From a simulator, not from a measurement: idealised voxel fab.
process module | voxel capacitor over wiring
cross-section cut | 175 nm wide | cells 5 nm
A cross-section is a grid of square cells, given in bands from the top down. A band is one or more rows of cells.
Each band's line starts with the height of the band's top and of its bottom, in nm. Then come its materials from left to right, each with its width in nm. One material with "throughout" fills the band from edge to edge. "air" is empty space.
Height 0 is the level under which the wafer as received is all one material. The lowest band goes on downwards, as in "0 down".
A width such as "30 to 40" changes by the same amount from each row of cells to the next, from the band's top row to its bottom row.
"no change" after a step means that no cell of the cross-section changed.
closed voids: empty space of 8 cells or more with no open way to the top, each as width x height at its distance from the left edge, in nm
after a step's settings: what the simulator itself notes on the step
overlay nm, on a step with a mask: how far to the right of its planned place the mask lay; to the left if negative
plan
1 op RECEIVE | material Si
2 op CONFORMAL_DEP | material SiO2 | thk nm 15
3 op DIRECTIONAL_DEP | material TiN | thk nm 5
4 op DIRECTIONAL_DEP | material Ru | thk nm 20
5 op PATTERN | tone cover | mask id METAL_1 | material resist | width nm 20 | pitch nm 70 | thk nm 15 | overlay nm 0
6 op DIRECTIONAL_ETCH | etch materials Ru | depth nm 20
7 op DIRECTIONAL_ETCH | etch materials TiN | depth nm 5
8 op STRIP | etch materials resist
9 op FILL_DEP | material lowk | thk nm 10
10 op CMP | height nm 40
11 op CONFORMAL_DEP | material SiCN | thk nm 5
12 op DIRECTIONAL_DEP | material SiO2 | thk nm 20
13 op PATTERN | tone open | mask id PLUG_1 | material resist | width nm 15 | thk nm 20 | overlay nm 0
14 op DIRECTIONAL_ETCH | etch materials SiO2 | depth nm 20
15 op DIRECTIONAL_ETCH | etch materials SiCN | depth nm 5
16 op STRIP | etch materials resist
17 op CONFORMAL_DEP | material TiN | thk nm 5
18 op FILL_DEP | material Ru | thk nm 10
19 op CMP | height nm 65
20 op DIRECTIONAL_DEP | material TiN | thk nm 5
21 op DIRECTIONAL_DEP | material SiN | thk nm 5
22 op DIRECTIONAL_DEP | material TiN | thk nm 5
23 op PATTERN | tone cover | mask id UPPER_PLATE | material resist | width nm 55 | thk nm 20 | overlay nm 0
24 op DIRECTIONAL_ETCH | etch materials TiN | depth nm 5
25 op DIRECTIONAL_ETCH | etch materials SiN | depth nm 5
26 op STRIP | etch materials resist
27 op MASKED_ETCH | tone cover | mask id LOWER_PLATE | width nm 65 | etch materials TiN | depth nm 5 | overlay nm 0
28 op FILL_DEP | material SiO2 | thk nm 15
29 op CMP | height nm 90
30 op DIRECTIONAL_DEP | material aC | thk nm 10
31 op PATTERN | tone open | mask id PLUG_2 | material resist | width nm 15 | thk nm 25 | overlay nm 0
32 op DIRECTIONAL_ETCH | etch materials aC | depth nm 10
33 op STRIP | etch materials resist
34 op DIRECTIONAL_ETCH | etch materials SiO2 | depth nm 10
35 op STRIP | etch materials aC
36 op CONFORMAL_DEP | material TiN | thk nm 5
37 op FILL_DEP | material W | thk nm 5
38 op CMP | height nm 90
39 op CONFORMAL_DEP | material SiCN | thk nm 5
first wafer, as planned
as received, after step 1
  0 down: Si throughout
  closed voids: none
after step 2
  15 to 0: SiO2 throughout
  below 0: unchanged
after step 3
  20 to 15: TiN throughout
  below 15: unchanged
after step 4
  40 to 20: Ru throughout
  below 20: unchanged
after step 5
  55 to 40: air 40 | resist 20 | air 50 | resist 20 | air 45
  below 40: unchanged
after step 6
  55 to 40: air 40 | resist 20 | air 50 | resist 20 | air 45
  40 to 20: air 40 | Ru 20 | air 50 | Ru 20 | air 45
  below 20: unchanged
after step 7
  55 to 40: air 40 | resist 20 | air 50 | resist 20 | air 45
  40 to 20: air 40 | Ru 20 | air 50 | Ru 20 | air 45
  20 to 15: air 40 | TiN 20 | air 50 | TiN 20 | air 45
  below 15: unchanged
after step 8
  40 to 20: air 40 | Ru 20 | air 50 | Ru 20 | air 45
  below 20: unchanged
after step 9
  50 to 40: lowk throughout
  40 to 20: lowk 40 | Ru 20 | lowk 50 | Ru 20 | lowk 45
  20 to 15: lowk 40 | TiN 20 | lowk 50 | TiN 20 | lowk 45
  below 15: unchanged
after step 10
  40 to 20: lowk 40 | Ru 20 | lowk 50 | Ru 20 | lowk 45
  below 20: unchanged
after step 11
  45 to 40: SiCN throughout
  below 40: unchanged
after step 12
  65 to 45: SiO2 throughout
  below 45: unchanged
after step 13
  85 to 65: resist 45 | air 15 | resist 115
  below 65: unchanged
after step 14
  85 to 65: resist 45 | air 15 | resist 115
  65 to 45: SiO2 45 | air 15 | SiO2 115
  below 45: unchanged
after step 15
  85 to 65: resist 45 | air 15 | resist 115
  65 to 45: SiO2 45 | air 15 | SiO2 115
  45 to 40: SiCN 45 | air 15 | SiCN 115
  below 40: unchanged
after step 16
  65 to 45: SiO2 45 | air 15 | SiO2 115
  below 45: unchanged
after step 17
  70 to 65: TiN 50 | air 5 | TiN 120
  65 to 45: SiO2 45 | TiN 5 | air 5 | TiN 5 | SiO2 115
  45 to 40: SiCN 45 | TiN 15 | SiCN 115
  below 40: unchanged
after step 18
  80 to 70: Ru throughout
  70 to 65: TiN 50 | Ru 5 | TiN 120
  65 to 45: SiO2 45 | TiN 5 | Ru 5 | TiN 5 | SiO2 115
  below 45: unchanged
after step 19
  65 to 45: SiO2 45 | TiN 5 | Ru 5 | TiN 5 | SiO2 115
  below 45: unchanged
after step 20
  70 to 65: TiN throughout
  below 65: unchanged
after step 21
  75 to 70: SiN throughout
  below 70: unchanged
after step 22
  80 to 75: TiN throughout
  below 75: unchanged
after step 23
  100 to 80: air 45 | resist 55 | air 75
  below 80: unchanged
after step 24
  100 to 80: air 45 | resist 55 | air 75
  80 to 75: air 45 | TiN 55 | air 75
  below 75: unchanged
after step 25
  100 to 80: air 45 | resist 55 | air 75
  80 to 75: air 45 | TiN 55 | air 75
  75 to 70: air 45 | SiN 55 | air 75
  below 70: unchanged
after step 26
  80 to 75: air 45 | TiN 55 | air 75
  below 75: unchanged
after step 27
  80 to 75: air 45 | TiN 55 | air 75
  75 to 70: air 45 | SiN 55 | air 75
  70 to 65: air 40 | TiN 65 | air 70
  below 65: unchanged
after step 28
  95 to 80: SiO2 throughout
  80 to 75: SiO2 45 | TiN 55 | SiO2 75
  75 to 70: SiO2 45 | SiN 55 | SiO2 75
  70 to 65: SiO2 40 | TiN 65 | SiO2 70
  below 65: unchanged
after step 29
  90 to 80: SiO2 throughout
  below 80: unchanged
after step 30
  100 to 90: aC throughout
  below 90: unchanged
after step 31
  125 to 100: resist 55 | air 15 | resist 105
  below 100: unchanged
after step 32
  115 to 100: resist 55 | air 15 | resist 105
  100 to 90: aC 55 | air 15 | aC 105
  below 90: unchanged
after step 33
  100 to 90: aC 55 | air 15 | aC 105
  below 90: unchanged
after step 34
  100 to 90: aC 55 | air 15 | aC 105
  90 to 80: SiO2 55 | air 15 | SiO2 105
  below 80: unchanged
after step 35
  90 to 80: SiO2 55 | air 15 | SiO2 105
  below 80: unchanged
after step 36
  95 to 90: TiN 60 | air 5 | TiN 110
  90 to 85: SiO2 55 | TiN 5 | air 5 | TiN 5 | SiO2 105
  85 to 75: SiO2 55 to 45 | TiN 15 to 55 | SiO2 105 to 75
  below 75: unchanged
after step 37
  100 to 95: W throughout
  95 to 90: TiN 60 | W 5 | TiN 110
  90 to 85: SiO2 55 | TiN 5 | W 5 | TiN 5 | SiO2 105
  below 85: unchanged
after step 38
  90 to 85: SiO2 55 | TiN 5 | W 5 | TiN 5 | SiO2 105
  below 85: unchanged
after step 39
  95 to 90: SiCN throughout
  below 90: unchanged
second wafer: like start, like plan, one mistake. Through step 18 it matches the first wafer
when step 19 should have ended: no change
when step 20 should have ended
  85 to 80: TiN throughout
  below 80: unchanged
when step 21 should have ended
  90 to 85: SiN throughout
  below 85: unchanged
when step 22 should have ended
  95 to 90: TiN throughout
  below 90: unchanged
when step 23 should have ended
  115 to 95: air 45 | resist 55 | air 75
  below 95: unchanged
when step 24 should have ended
  115 to 95: air 45 | resist 55 | air 75
  95 to 90: air 45 | TiN 55 | air 75
  below 90: unchanged
when step 25 should have ended
  115 to 95: air 45 | resist 55 | air 75
  95 to 90: air 45 | TiN 55 | air 75
  90 to 85: air 45 | SiN 55 | air 75
  below 85: unchanged
when step 26 should have ended
  95 to 90: air 45 | TiN 55 | air 75
  below 90: unchanged
when step 27 should have ended
  95 to 90: air 45 | TiN 55 | air 75
  90 to 85: air 45 | SiN 55 | air 75
  85 to 80: air 40 | TiN 65 | air 70
  below 80: unchanged
when step 28 should have ended
  110 to 95: SiO2 throughout
  95 to 90: SiO2 45 | TiN 55 | SiO2 75
  90 to 85: SiO2 45 | SiN 55 | SiO2 75
  85 to 80: SiO2 40 | TiN 65 | SiO2 70
  below 80: unchanged
when step 29 should have ended
  90 to 85: SiO2 45 | SiN 55 | SiO2 75
  below 85: unchanged
when step 30 should have ended
  100 to 90: aC throughout
  below 90: unchanged
when step 31 should have ended
  125 to 100: resist 55 | air 15 | resist 105
  below 100: unchanged
when step 32 should have ended
  115 to 100: resist 55 | air 15 | resist 105
  100 to 90: aC 55 | air 15 | aC 105
  below 90: unchanged
when step 33 should have ended
  100 to 90: aC 55 | air 15 | aC 105
  below 90: unchanged
when step 34 should have ended: no change
when step 35 should have ended
  90 to 85: SiO2 45 | SiN 55 | SiO2 75
  below 85: unchanged
when step 36 should have ended
  95 to 90: TiN throughout
  below 90: unchanged
when step 37 should have ended
  100 to 95: W throughout
  below 95: unchanged
when step 38 should have ended
  90 to 85: SiO2 45 | SiN 55 | SiO2 75
  below 85: unchanged
when step 39 should have ended
  95 to 90: SiCN throughout
  below 90: unchanged
what went wrong: step 19 was left out
at the end the second wafer has, in cells: 71 more of Ru | 88 fewer of SiO2 | 18 more of TiN | 1 fewer of W
